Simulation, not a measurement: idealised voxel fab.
The process module presented herein is designated voxel self aligned vias.
Cross-sectional view cut (width: 195 nm; square cell size: 5 nm).
Think of the cross-section as a grid of square cells. We describe it in bands, top to bottom, and each band covers one or more rows of those cells. For a band, the entry starts with two heights in nm, that of the top and then that of the bottom, and carries on with the band's materials in order from left to right, each alongside its width in nm; the word "full width" beside a single material means it fills the band edge to edge, and "empty" means empty space. It should be noted that heights are counted from 0, beneath which the wafer as supplied is of one material throughout, and that the lowest band possesses no lower boundary but continues downward, as written in "top 0, no bottom". The expression "30->40" gives the width at the extremes of the band, the first number at its top row of cells and the second at its bottom row, with the width changing by equal amounts from each row to the next in between. "nothing altered" means the step left every cell of the cross-section as it was. For the entry "Voids, sealed", the listed items are empty spaces with no open way to the top whose size is 8 cells or more; each item follows the pattern width x height at distance, where distance is from the left edge and all three are in nm. It should be noted that, on the line of a given step, the content following the step's settings is a remark produced by the simulator itself with respect to that step. overlay nm, on a step with a mask: how far to the right of its planned place the mask lay; to the left if negative.

-- List of planned process steps
| 1 | RECEIVE,material Si |
| 2 | CONFORMAL_DEP,material SiO2,thk nm 10 |
| 3 | CONFORMAL_DEP,material SiCN,thk nm 5 |
| 4 | DIRECTIONAL_DEP,material lowk,thk nm 25 |
| 5 | PATTERN,tone open,mask id LINES,material resist,width nm 25,pitch nm 65,thk nm 15,overlay nm 0 |
| 6 | DIRECTIONAL_ETCH,etch materials lowk,depth nm 25 |
| 7 | STRIP,etch materials resist |
| 8 | CONFORMAL_DEP,material TiN,thk nm 5 |
| 9 | FILL_DEP,material W,thk nm 5 |
| 10 | CMP,height nm 40 |
| 11 | SELECTIVE_ETCH,etch materials W Ru TiN,depth nm 5 |
| 12 | FILL_DEP,material SiN,thk nm 5 |
| 13 | CMP,height nm 40 |
| 14 | DIRECTIONAL_DEP,material lowk,thk nm 20 |
| 15 | PATTERN,tone open,mask id VIAS,material resist,width nm 35,pitch nm 65,thk nm 15,overlay nm 0 |
| 16 | DIRECTIONAL_ETCH,etch materials lowk,depth nm 20 |
| 17 | DIRECTIONAL_ETCH,etch materials SiN,depth nm 5 |
| 18 | STRIP,etch materials resist |
| 19 | CONFORMAL_DEP,material TiN,thk nm 5 |
| 20 | FILL_DEP,material Ru,thk nm 10 |
| 21 | CMP,height nm 60 |
| 22 | CONFORMAL_DEP,material SiCN,thk nm 5 |

-- Cross-section: wafer on arrival = after step 1
* top 0, no bottom: Si full width
* Voids, sealed: none

-- Looking at the first of two wafers in cross-section at end of module - ran to plan
* top 65, bottom 60: SiCN full width
* top 60, bottom 45: 45 of lowk, then 5 of TiN, then 25 of Ru, then 5 of TiN, then 30 of lowk, then 5 of TiN, then 25 of Ru, then 5 of TiN, then 50 of lowk
* top 45, bottom 40: 45 of lowk, then 10 of TiN, then 15 of Ru, then 10 of TiN, then 30 of lowk, then 10 of TiN, then 15 of Ru, then 10 of TiN, then 50 of lowk
* top 40, bottom 35: 50 of lowk, then 25 of TiN, then 40 of lowk, then 25 of TiN, then 55 of lowk
* top 35, bottom 20: 50 of lowk, then 5 of TiN, then 15 of W, then 5 of TiN, then 40 of lowk, then 5 of TiN, then 15 of W, then 5 of TiN, then 55 of lowk
* top 20, bottom 15: 50 of lowk, then 25 of TiN, then 40 of lowk, then 25 of TiN, then 55 of lowk
* top 15, bottom 10: SiCN full width
* top 10, bottom 0: SiO2 full width
* top 0, no bottom: Si full width
* Voids, sealed: none

-- Second wafer cross-section at end of module - shared start and plan with the first, one mistake in the run
* top 65, bottom 60: SiCN full width
* top 60, bottom 40: 45 of lowk, then 5 of TiN, then 25 of Ru, then 5 of TiN, then 30 of lowk, then 5 of TiN, then 25 of Ru, then 5 of TiN, then 50 of lowk
* top 40, bottom 35: 45 of lowk, then 35 of TiN, then 30 of lowk, then 35 of TiN, then 50 of lowk
* top 35, bottom 20: 45 of lowk, then 10 of TiN, then 15 of W, then 10 of TiN, then 30 of lowk, then 10 of TiN, then 15 of W, then 10 of TiN, then 50 of lowk
* top 20, bottom 15: 50 of lowk, then 25 of TiN, then 40 of lowk, then 25 of TiN, then 55 of lowk
* top 15, bottom 10: SiCN full width
* top 10, bottom 0: SiO2 full width
* top 0, no bottom: Si full width
* Voids, sealed: none
Error vs. plan: step 16 was run twice
Looking at both finished wafers in cells, the second ends up ahead of or behind the first on some materials: Ru: 4 more, TiN: 12 more, lowk: 16 fewer
